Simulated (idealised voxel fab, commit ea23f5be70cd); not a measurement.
Presented below is a process module, voxel self aligned contacts.
Xsec cut, 260 nm wide, square cell size 5 nm.
Cross-section spec: square-cell grid; bands listed top down; each band is one or more rows. Each band's line starts with the height of the band's top and of its bottom, in nm. Then come its materials from left to right, each with its width in nm. One material with "throughout" fills the band from edge to edge. "empty" is empty space. We count height from 0. Below that, the starting wafer is all one material. The lowest band never ends at the bottom but goes on down; see "top 0, no bottom" for how that is written. With a width like "30..40", each row of cells in the band differs from the next by the same amount, the top row carrying the first number and the bottom row the second. For the purposes of this document, the phrase "remains unaltered" attached to a step denotes that no cell within the cross-section was modified by that step. "Enclosed void list": sealed empty spaces, 8 cells or more, no open way to top, listed width x height at distance, with distance from the left edge and width, height and distance in nm. What comes after the settings on a step's line is commentary from the simulator itself on that step. On any step carrying a mask, the "overlay nm" setting, if present on the step's line, tells how far right of its planned place the mask lay; negative values point to the left.

**So here's the lineup of process steps we planned**
1) RECEIVE,material Si
2) CONFORMAL_DEP,material SiO2,thk nm 5
3) DIRECTIONAL_DEP,material polySi,thk nm 20
4) DIRECTIONAL_DEP,material SiN,thk nm 20
5) DIRECTIONAL_DEP,material aC,thk nm 10
6) PATTERN,tone cover,mask id GATE,material resist,width nm 30,pitch nm 70,thk nm 25,overlay nm 0
7) DIRECTIONAL_ETCH,etch materials aC,depth nm 10
8) STRIP,etch materials resist
9) DIRECTIONAL_ETCH,etch materials SiN,depth nm 20
10) DIRECTIONAL_ETCH,etch materials polySi,depth nm 20
11) STRIP,etch materials aC
12) CONFORMAL_DEP,material SiN,thk nm 10
13) DIRECTIONAL_ETCH,etch materials SiN,depth nm 10
14) FILL_DEP,material SiO2,thk nm 20
15) CMP,height nm 55
16) MASKED_ETCH,tone open,mask id CONTACT,width nm 50,pitch nm 70,etch materials SiO2,depth nm 55,overlay nm 0
17) CONFORMAL_DEP,material TiN,thk nm 5
18) FILL_DEP,material W,thk nm 5
19) CMP,height nm 55
20) CONFORMAL_DEP,material SiN,thk nm 5
Every wafer here starts from the same state; it is the step 17 thk nm that distinguishes them, and the value the plan gives belongs to the first wafer.

**Received wafers, first of several: cross-section after step 1**
- top 0, no bottom = Si throughout
- Enclosed void list: none

**Quick look at the cross-section of the first of several wafers after step 20, which wraps up the module**
- top 60, bottom 55 = SiN throughout
- top 55, bottom 45 = 70 of SiO2 | 5..20 of TiN | 40..10 of W | 5..20 of TiN | 20 of SiO2 | 5..20 of TiN | 40..10 of W | 5..20 of TiN | 70 of SiO2
- top 45, bottom 25 = 35 of SiO2 | 50 of SiN | 5 of TiN | 10 of W | 5 of TiN | 50 of SiN | 5 of TiN | 10 of W | 5 of TiN | 50 of SiN | 35 of SiO2
- top 25, bottom 5 = 35 of SiO2 | 10 of SiN | 30 of polySi | 10 of SiN | 5 of TiN | 10 of W | 5 of TiN | 10 of SiN | 30 of polySi | 10 of SiN | 5 of TiN | 10 of W | 5 of TiN | 10 of SiN | 30 of polySi | 10 of SiN | 35 of SiO2
- top 5, bottom 0 = 85 of SiO2 | 20 of TiN | 50 of SiO2 | 20 of TiN | 85 of SiO2
- top 0, no bottom = Si throughout
- Enclosed void list: none

**A cross-section through the last wafer at the close of the module**
- top 60, bottom 55 = SiN throughout
- top 55, bottom 45 = 70 of SiO2 | 50 of TiN | 20 of SiO2 | 50 of TiN | 70 of SiO2
- top 45, bottom 25 = 35 of SiO2 | 50 of SiN | 20 of TiN | 50 of SiN | 20 of TiN | 50 of SiN | 35 of SiO2
- top 25, bottom 5 = 35 of SiO2 | 10 of SiN | 30 of polySi | 10 of SiN | 20 of TiN | 10 of SiN | 30 of polySi | 10 of SiN | 20 of TiN | 10 of SiN | 30 of polySi | 10 of SiN | 35 of SiO2
- top 5, bottom 0 = 85 of SiO2 | 20 of TiN | 50 of SiO2 | 20 of TiN | 85 of SiO2
- top 0, no bottom = Si throughout
- Enclosed void list: none

**Per-wafer rows below. For each material: cells gained (+) or lost (-) since the wafer was received, as of end of module. Then: closed voids**
thk nm 5 | +220 SiN | +220 SiO2 | +60 TiN | +52 W | +72 polySi | Enclosed void list: none
thk nm 10 | +220 SiN | +220 SiO2 | +112 TiN | +72 polySi | Enclosed void list: none
thk nm 15 | +220 SiN | +220 SiO2 | +112 TiN | +72 polySi | Enclosed void list: none
thk nm 20 | +220 SiN | +220 SiO2 | +112 TiN | +72 polySi | Enclosed void list: none
